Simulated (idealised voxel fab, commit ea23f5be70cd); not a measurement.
Title: Process Module voxel capacitor over wiring
Pictured: cross-section cut, 275 nm wide, on a grid of 5 nm square cells.
Throughout this document, each cross-section is represented as a grid of square cells and is presented as a sequence of bands enumerated from the top downward, where a band comprises one or more rows of cells. Band: top height; bottom height; in nm. Then, left to right: material with width in nm, for each material. "throughout": a single material spanning edge to edge. "blank": empty space. Heights are expressed relative to 0, this being the level below which the as-received wafer comprises one material exclusively. The lowest band is unbounded in the downward direction and is denoted as in "from 0 down". Width "30->40": first value at the band's top row of cells, second value at its bottom row, equal change from row to row. "changes: none", as given for a step, is the statement that not any cell of the cross-section underwent a change during that step. "Closed void roster" enumerates empty spaces isolated from the top, with no open way to it, that contain at least 8 cells, giving each as width x height at distance from the left edge, all three in nm. On a step's line, text after the settings is the simulator commenting on that step. The optional step-line setting "overlay nm" applies to steps with a mask and quantifies how far to the right of its planned location the mask lay, a negative value indicating leftward placement.
List of planned process steps
| 1 | op RECEIVE | material Si |
| 2 | op CONFORMAL_DEP | material SiO2 | thk nm 15 |
| 3 | op DIRECTIONAL_DEP | material TiN | thk nm 5 |
| 4 | op DIRECTIONAL_DEP | material Ru | thk nm 25 |
| 5 | op PATTERN | tone cover | mask id METAL_1 | material resist | width nm 30 | pitch nm 100 | thk nm 20 | overlay nm 0 |
| 6 | op DIRECTIONAL_ETCH | etch materials Ru | depth nm 25 |
| 7 | op DIRECTIONAL_ETCH | etch materials TiN | depth nm 5 |
| 8 | op STRIP | etch materials resist |
| 9 | op FILL_DEP | material lowk | thk nm 10 |
| 10 | op CMP | height nm 45 |
| 11 | op CONFORMAL_DEP | material SiCN | thk nm 5 |
| 12 | op DIRECTIONAL_DEP | material SiO2 | thk nm 20 |
| 13 | op MASKED_ETCH | tone open | mask id PLUG_1 | width nm 15 | etch materials SiO2 | depth nm 20 | overlay nm 0 |
| 14 | op MASKED_ETCH | tone open | mask id PLUG_1 | width nm 15 | etch materials SiCN | depth nm 5 | overlay nm 0 |
| 15 | op CONFORMAL_DEP | material TiN | thk nm 5 |
| 16 | op FILL_DEP | material W | thk nm 10 |
| 17 | op CMP | height nm 70 |
| 18 | op DIRECTIONAL_DEP | material TiN | thk nm 5 |
| 19 | op DIRECTIONAL_DEP | material SiN | thk nm 5 |
| 20 | op DIRECTIONAL_DEP | material TiN | thk nm 5 |
| 21 | op PATTERN | tone cover | mask id UPPER_PLATE | material resist | width nm 75 | thk nm 15 | overlay nm 0 |
| 22 | op DIRECTIONAL_ETCH | etch materials TiN | depth nm 5 |
| 23 | op DIRECTIONAL_ETCH | etch materials SiN | depth nm 5 |
| 24 | op STRIP | etch materials resist |
| 25 | op MASKED_ETCH | tone cover | mask id LOWER_PLATE | width nm 85 | etch materials TiN | depth nm 5 | overlay nm 0 |
| 26 | op FILL_DEP | material SiO2 | thk nm 20 |
| 27 | op CMP | height nm 100 |
| 28 | op DIRECTIONAL_DEP | material aC | thk nm 15 |
| 29 | op PATTERN | tone open | mask id PLUG_2 | material resist | width nm 15 | thk nm 35 | overlay nm 0 |
| 30 | op DIRECTIONAL_ETCH | etch materials aC | depth nm 15 |
| 31 | op STRIP | etch materials resist |
| 32 | op DIRECTIONAL_ETCH | etch materials SiO2 | depth nm 15 |
| 33 | op STRIP | etch materials aC |
| 34 | op CONFORMAL_DEP | material TiN | thk nm 5 |
| 35 | op FILL_DEP | material W | thk nm 10 |
| 36 | op CMP | height nm 100 |
| 37 | op CONFORMAL_DEP | material SiN | thk nm 5 |
Cross-section, incoming material, after step 1
* from 0 down = Si throughout
* Closed void roster: none
End-of-module cross-section. Starting structure and process plan as above; one mistake made in running it
* from 105 to 100 = SiN throughout
* from 100 to 90 = SiO2 95, then TiN 5, then W 5, then TiN 5, then SiO2 165
* from 90 to 80 = SiO2 95->85, then TiN 15->75, then SiO2 165->115
* from 80 to 75 = SiO2 85, then SiN 75, then SiO2 115
* from 75 to 70 = SiO2 80, then TiN 85, then SiO2 110
* from 70 to 50 = SiO2 85, then TiN 5, then W 5, then TiN 5, then SiO2 175
* from 50 to 45 = SiCN 85, then TiN 15, then SiCN 175
* from 45 to 35 = lowk 70, then Ru 30, then lowk 70, then Ru 30, then lowk 75
* from 35 to 30 = lowk 70, then TiN 30, then lowk 70, then TiN 30, then lowk 75
* from 30 to 0 = SiO2 throughout
* from 0 down = Si throughout
* Closed void roster: none
What was the processing mistake? plan step 2 was conducted twice
